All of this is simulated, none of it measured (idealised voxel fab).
process module | voxel tone inversion
cross-section cut | 285 nm wide | cells 5 nm
A cross-section is a grid of square cells, given in bands from the top down. A band is one or more rows of cells.
Each band's line starts with the height of the band's top and of its bottom, in nm. Then come its materials from left to right, each with its width in nm. One material with "throughout" fills the band from edge to edge. "air" is empty space.
Height 0 is the level under which the wafer as received is all one material. The lowest band goes on downwards, as in "0 down".
A width such as "30 to 40" changes by the same amount from each row of cells to the next, from the band's top row to its bottom row.
"no change" after a step means that no cell of the cross-section changed.
closed voids: empty space of 8 cells or more with no open way to the top, each as width x height at its distance from the left edge, in nm
after a step's settings: what the simulator itself notes on the step
overlay nm, on a step with a mask: how far to the right of its planned place the mask lay; to the left if negative
plan
1 op RECEIVE | material Si
2 op CONFORMAL_DEP | material SiN | thk nm 10
3 op DIRECTIONAL_DEP | material aC | thk nm 15
4 op PATTERN | tone cover | mask id POSTS | material resist | width nm 20 | pitch nm 45 | thk nm 20 | overlay nm 0
5 op DIRECTIONAL_ETCH | etch materials aC | depth nm 15
6 op STRIP | etch materials resist
7 op FILL_DEP | material SiO2 | thk nm 10
8 op CMP | height nm 25
9 op STRIP | etch materials aC
first wafer, as planned
as received, after step 1
  0 down: Si throughout
  closed voids: none
after step 2
  10 to 0: SiN throughout
  below 0: unchanged
after step 3
  25 to 10: aC throughout
  below 10: unchanged
after step 4
  45 to 25: air 110 | resist 20 | air 25 | resist 20 | air 110
  below 25: unchanged
after step 5
  30 to 25: air 110 | resist 20 | air 25 | resist 20 | air 110
  25 to 10: air 110 | aC 20 | air 25 | aC 20 | air 110
  below 10: unchanged
after step 6
  25 to 10: air 110 | aC 20 | air 25 | aC 20 | air 110
  below 10: unchanged
after step 7
  35 to 25: SiO2 throughout
  25 to 10: SiO2 110 | aC 20 | SiO2 25 | aC 20 | SiO2 110
  below 10: unchanged
after step 8
  25 to 10: SiO2 110 | aC 20 | SiO2 25 | aC 20 | SiO2 110
  below 10: unchanged
after step 9
  25 to 10: SiO2 110 | air 20 | SiO2 25 | air 20 | SiO2 110
  below 10: unchanged
second wafer: like start, like plan, one mistake. Through step 1 it matches the first wafer
when step 2 should have ended: no change
when step 3 should have ended
  15 to 0: aC throughout
  below 0: unchanged
when step 4 should have ended
  35 to 15: air 110 | resist 20 | air 25 | resist 20 | air 110
  below 15: unchanged
when step 5 should have ended
  20 to 15: air 110 | resist 20 | air 25 | resist 20 | air 110
  15 to 0: air 110 | aC 20 | air 25 | aC 20 | air 110
  below 0: unchanged
when step 6 should have ended
  15 to 0: air 110 | aC 20 | air 25 | aC 20 | air 110
  below 0: unchanged
when step 7 should have ended
  25 to 15: SiO2 throughout
  15 to 0: SiO2 110 | aC 20 | SiO2 25 | aC 20 | SiO2 110
  below 0: unchanged
when step 8 should have ended: no change
when step 9 should have ended: no change
what went wrong: step 2 was left out
at the end the second wafer has, in cells: 114 fewer of SiN | 114 more of SiO2 | 24 more of aC
